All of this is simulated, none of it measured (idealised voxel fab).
You're looking at the process module voxel capacitor over wiring.
It is cross-section cut that appears here, measuring 225 nm in width, its square cells being 5 nm in size.
When this document writes out a cross-section, it uses a grid of square cells and lists it as bands, beginning at the top and moving down, with a band standing for one or more rows of cells. Heads up on the band format: heights come first, top then bottom, in nm. After that it's the materials left to right, each with its width in nm. A single material flagged "full width" fills the whole band edge to edge, and "air" means there's empty space there. A quick word on heights: they are counted from 0, and under that level the wafer as it came to us is one material throughout. The lowest band is different from the rest in having no bottom; it simply continues downward, written as in "z 0 and below". The expression "30->40" gives the width at the extremes of the band, the first number at its top row of cells and the second at its bottom row, with the width changing by equal amounts from each row to the next in between. Step marked "identical to before"? Then no cell in the cross-section changed in it. Any empty space of 8 cells or more lacking an open way to the top shows up in "Fully closed voids" as width x height at distance, distance from the left edge, in nm. Read whatever lies past the settings on a step's line as the simulator's own remark about the step. overlay nm: on a step with a mask, how far right of its planned place the mask lay; negative means left.
-- Process steps foreseen in the plan
step 1: RECEIVE [material Si]
step 2: CONFORMAL_DEP [material SiO2] [thk nm 10]
step 3: CONFORMAL_DEP [material SiCN] [thk nm 5]
step 4: DIRECTIONAL_DEP [material SiO2] [thk nm 20]
step 5: PATTERN [tone open] [mask id METAL_1] [material resist] [width nm 30] [pitch nm 100] [thk nm 20] [overlay nm 0]
step 6: DIRECTIONAL_ETCH [etch materials SiO2] [depth nm 20]
step 7: DIRECTIONAL_ETCH [etch materials SiCN] [depth nm 5]
step 8: STRIP [etch materials resist]
step 9: CONFORMAL_DEP [material TiN] [thk nm 5]
step 10: FILL_DEP [material Cu] [thk nm 10]
step 11: CMP [height nm 35]
step 12: EPI [material Ru] [thk nm 5]
step 13: FILL_DEP [material SiCN] [thk nm 5]
step 14: DIRECTIONAL_DEP [material lowk] [thk nm 20]
step 15: PATTERN [tone open] [mask id PLUG_1] [material resist] [width nm 15] [thk nm 20] [overlay nm 0]
step 16: DIRECTIONAL_ETCH [etch materials lowk] [depth nm 20]
step 17: DIRECTIONAL_ETCH [etch materials SiCN] [depth nm 5]
step 18: STRIP [etch materials resist]
step 19: CONFORMAL_DEP [material TiN] [thk nm 5]
step 20: FILL_DEP [material W] [thk nm 10]
step 21: CMP [height nm 65]
step 22: DIRECTIONAL_DEP [material TiN] [thk nm 10]
step 23: DIRECTIONAL_DEP [material Al2O3] [thk nm 5]
step 24: DIRECTIONAL_DEP [material TiN] [thk nm 5]
step 25: MASKED_ETCH [tone cover] [mask id UPPER_PLATE] [width nm 75] [etch materials TiN] [depth nm 5] [overlay nm 0]
step 26: MASKED_ETCH [tone cover] [mask id UPPER_PLATE] [width nm 75] [etch materials Al2O3] [depth nm 5] [overlay nm -15]
step 27: PATTERN [tone cover] [mask id LOWER_PLATE] [material resist] [width nm 85] [thk nm 15] [overlay nm 0]
step 28: DIRECTIONAL_ETCH [etch materials TiN] [depth nm 10]
step 29: STRIP [etch materials resist]
step 30: FILL_DEP [material SiO2] [thk nm 20]
step 31: CMP [height nm 100]
step 32: PATTERN [tone open] [mask id PLUG_2] [material resist] [width nm 15] [thk nm 15] [overlay nm 0]
step 33: DIRECTIONAL_ETCH [etch materials SiO2] [depth nm 15]
step 34: STRIP [etch materials resist]
step 35: CONFORMAL_DEP [material TiN] [thk nm 5]
step 36: FILL_DEP [material W] [thk nm 10]
step 37: CMP [height nm 100]
step 38: CONFORMAL_DEP [material SiN] [thk nm 5]
Keep in mind the plan's value for the overlay nm of step 26 comes from the first wafer; the wafers don't share that setting, but they do share the same starting point.
-- Sectional view: first of several wafers, as received, after step 1
	z 0 and below | Si full width
	Fully closed voids: none
-- Row per wafer, end-of-module: cell gain (+)/loss (-) by material since the wafer came in, then closed voids
overlay nm -15 | +18 Al2O3 | +32 Cu | +16 Ru | +104 SiCN | +45 SiN | +457 SiO2 | +99 TiN | +6 W | +168 lowk | Fully closed voids: none
overlay nm -10 | +17 Al2O3 | +32 Cu | +16 Ru | +104 SiCN | +45 SiN | +460 SiO2 | +97 TiN | +6 W | +168 lowk | Fully closed voids: none
overlay nm -5 | +16 Al2O3 | +32 Cu | +16 Ru | +104 SiCN | +45 SiN | +463 SiO2 | +95 TiN | +6 W | +168 lowk | Fully closed voids: none
overlay nm 0 | +15 Al2O3 | +32 Cu | +16 Ru | +104 SiCN | +45 SiN | +464 SiO2 | +95 TiN | +6 W | +168 lowk | Fully closed voids: none
overlay nm 5 | +16 Al2O3 | +32 Cu | +16 Ru | +104 SiCN | +45 SiN | +463 SiO2 | +95 TiN | +6 W | +168 lowk | Fully closed voids: none
overlay nm 10 | +17 Al2O3 | +32 Cu | +16 Ru | +104 SiCN | +45 SiN | +460 SiO2 | +97 TiN | +6 W | +168 lowk | Fully closed voids: none
overlay nm 15 | +18 Al2O3 | +32 Cu | +16 Ru | +104 SiCN | +45 SiN | +457 SiO2 | +99 TiN | +6 W | +168 lowk | Fully closed voids: none
